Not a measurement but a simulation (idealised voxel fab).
process module | voxel released beams
cross-section cut | 180 nm wide | cells 5 nm
A cross-section is a grid of square cells, given in bands from the top down. A band is one or more rows of cells.
Each band's line starts with the height of the band's top and of its bottom, in nm. Then come its materials from left to right, each with its width in nm. One material with "throughout" fills the band from edge to edge. "air" is empty space.
Height 0 is the level under which the wafer as received is all one material. The lowest band goes on downwards, as in "0 down".
A width such as "30 to 40" changes by the same amount from each row of cells to the next, from the band's top row to its bottom row.
"no change" after a step means that no cell of the cross-section changed.
closed voids: empty space of 8 cells or more with no open way to the top, each as width x height at its distance from the left edge, in nm
after a step's settings: what the simulator itself notes on the step
overlay nm, on a step with a mask: how far to the right of its planned place the mask lay; to the left if negative
plan
1 op RECEIVE | material Si
2 op CONFORMAL_DEP | material Al2O3 | thk nm 5
3 op DIRECTIONAL_DEP | material SiO2 | thk nm 20
4 op MASKED_ETCH | tone open | mask id ANCHOR | width nm 30 | etch materials SiO2 | depth nm 20 | overlay nm 0
5 op CONFORMAL_DEP | material SiN | thk nm 15
6 op PATTERN | tone cover | mask id BEAM | material resist | width nm 105 | thk nm 15 | overlay nm 0
7 op DIRECTIONAL_ETCH | etch materials SiN | depth nm 15
8 op STRIP | etch materials resist
9 op STRIP | etch materials SiO2
varied across the wafers: width nm of step 4. The plan shows the first wafer's value. All wafers start alike
first wafer as received, after step 1
  0 down: Si throughout
  closed voids: none
each wafer at the end: cells of each material gained (+) or lost (-) since it was received, then its closed voids
width nm 30 | +36 Al2O3 | +87 SiN | closed voids: none
width nm 35 | +36 Al2O3 | +87 SiN | closed voids: none
width nm 40 | +36 Al2O3 | +87 SiN | closed voids: none
width nm 45 | +36 Al2O3 | +87 SiN | closed voids: none
width nm 50 | +36 Al2O3 | +87 SiN | closed voids: none
width nm 55 | +36 Al2O3 | +87 SiN | closed voids: none
